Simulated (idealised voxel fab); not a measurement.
This section sets out a process module, namely voxel transistor to metal.
The cross-section shown here is cut; it is 210 nm wide and divided into square cells measuring 5 nm on a side.
Think of the cross-section as a grid of square cells. We describe it in bands, top to bottom, and each band covers one or more rows of those cells.
Band: top height; bottom height; in nm. Then, left to right: material with width in nm, for each material. "edge to edge": a single material spanning edge to edge. "air": empty space.
Ref level 0: as-received wafer is one material below here. Bottom band extends down with no lower bound ("0 down").
With a width like "30 to 40", each row of cells in the band differs from the next by the same amount, the top row carrying the first number and the bottom row the second.
"stayed the same" for a step: no cell of the cross-section changed in that step.
Empty spaces without an open route to the top, at least 8 cells in extent, make up the entry "Closed voids list"; each is given as width x height at distance, where the distance is measured from the left edge, and all are in nm.
Step line, after settings: the simulator's comment on this step.
overlay nm: mask right of planned place by this much (step with mask). Neg. = left.
Process steps foreseen in the plan
| 1 | op RECEIVE | material Si |
| 2 | op OXIDIZE | depth nm 5 |
| 3 | op CONFORMAL_DEP | material SiN | thk nm 10 |
| 4 | op PATTERN | tone cover | mask id ACTIVE | material resist | width nm 110 | thk nm 20 | overlay nm -15 |
| 5 | op DIRECTIONAL_ETCH | etch materials SiN | depth nm 10 |
| 6 | op DIRECTIONAL_ETCH | etch materials SiO2 | depth nm 5 |
| 7 | op DIRECTIONAL_ETCH | etch materials Si | depth nm 30 |
| 8 | op STRIP | etch materials resist |
| 9 | op OXIDIZE | depth nm 5 |
| 10 | op FILL_DEP | material SiO2 | thk nm 10 |
| 11 | op CMP | height nm 10 |
| 12 | op SELECTIVE_ETCH | etch materials SiO2 | depth nm 5 |
| 13 | op STRIP | etch materials SiN |
| 14 | op SELECTIVE_ETCH | etch materials SiO2 | depth nm 5 |
| 15 | op OXIDIZE | depth nm 5 |
| 16 | op DIRECTIONAL_DEP | material polySi | thk nm 20 |
| 17 | op DIRECTIONAL_DEP | material SiCN | thk nm 10 |
| 18 | op MASKED_ETCH | tone cover | mask id GATE | width nm 30 | etch materials SiCN | depth nm 20 | overlay nm 0 |
| 19 | op MASKED_ETCH | tone cover | mask id GATE | width nm 30 | etch materials polySi | depth nm 30 | overlay nm 0 |
| 20 | op CONFORMAL_DEP | material SiN | thk nm 5 |
| 21 | op DIRECTIONAL_ETCH | etch materials SiN | depth nm 5 |
| 22 | op DIRECTIONAL_ETCH | etch materials SiO2 | depth nm 5 |
| 23 | op DIRECTIONAL_ETCH | etch materials Si | depth nm 15 |
| 24 | op EPI | material pSi | thk nm 20 |
| 25 | op FILL_DEP | material SiO2 | thk nm 10 |
| 26 | op CMP | height nm 15 |
| 27 | op STRIP | etch materials polySi |
| 28 | op SELECTIVE_ETCH | etch materials SiO2 | depth nm 5 |
| 29 | op CONFORMAL_DEP | material HfO2 | thk nm 5 |
| 30 | op CONFORMAL_DEP | material TiN | thk nm 5 |
| 31 | op FILL_DEP | material W | thk nm 10 |
| 32 | op CMP | height nm 10 |
| 33 | op DIRECTIONAL_DEP | material SiO2 | thk nm 15 |
| 34 | op MASKED_ETCH | tone open | mask id CONTACT | width nm 15 | pitch nm 75 | etch materials SiO2 | depth nm 30 | overlay nm 0 |
| 35 | op CONFORMAL_DEP | material TiN | thk nm 5 |
| 36 | op FILL_DEP | material Ru | thk nm 5 |
| 37 | op CMP | height nm 25 |
| 38 | op DIRECTIONAL_DEP | material TiN | thk nm 5 |
| 39 | op DIRECTIONAL_DEP | material Ru | thk nm 20 |
| 40 | op DIRECTIONAL_DEP | material aC | thk nm 15 |
| 41 | op PATTERN | tone cover | mask id METAL_1 | material resist | width nm 15 | pitch nm 75 | thk nm 35 | overlay nm 0 |
| 42 | op DIRECTIONAL_ETCH | etch materials aC | depth nm 15 |
| 43 | op STRIP | etch materials resist |
| 44 | op DIRECTIONAL_ETCH | etch materials Ru | depth nm 20 |
| 45 | op DIRECTIONAL_ETCH | etch materials TiN | depth nm 5 |
| 46 | op STRIP | etch materials aC |
| 47 | op FILL_DEP | material lowk | thk nm 5 |
| 48 | op CMP | height nm 50 |
| 49 | op CONFORMAL_DEP | material SiN | thk nm 5 |
Among the wafers covered here, the point of difference is the overlay nm at step 4; their starting state is shared, and the plan presents the value of the first wafer.
Cross-section, first of several wafers, as delivered after step 1
0 down = Si edge to edge
Closed voids list: none
The table below has one row for each wafer; a row shows, as of the end of the module, how many cells of each material the wafer has gained, marked (+), or lost, marked (-), since it was received, and then the wafer's closed voids
overlay nm -15 | +14 HfO2 | +28 Ru | -252 Si | +50 SiN | +331 SiO2 | +33 TiN | +4 W | +180 lowk | +74 pSi | Closed voids list: none
overlay nm -10 | +14 HfO2 | +28 Ru | -252 Si | +50 SiN | +330 SiO2 | +34 TiN | +4 W | +180 lowk | +74 pSi | Closed voids list: none
overlay nm -5 | +14 HfO2 | +28 Ru | -252 Si | +50 SiN | +330 SiO2 | +34 TiN | +4 W | +180 lowk | +74 pSi | Closed voids list: none
overlay nm 0 | +14 HfO2 | +28 Ru | -252 Si | +50 SiN | +330 SiO2 | +34 TiN | +4 W | +180 lowk | +74 pSi | Closed voids list: none
overlay nm 5 | +14 HfO2 | +28 Ru | -252 Si | +50 SiN | +330 SiO2 | +34 TiN | +4 W | +180 lowk | +74 pSi | Closed voids list: none
overlay nm 10 | +14 HfO2 | +28 Ru | -252 Si | +50 SiN | +330 SiO2 | +34 TiN | +4 W | +180 lowk | +74 pSi | Closed voids list: none
overlay nm 15 | +14 HfO2 | +28 Ru | -252 Si | +50 SiN | +331 SiO2 | +33 TiN | +4 W | +180 lowk | +74 pSi | Closed voids list: none
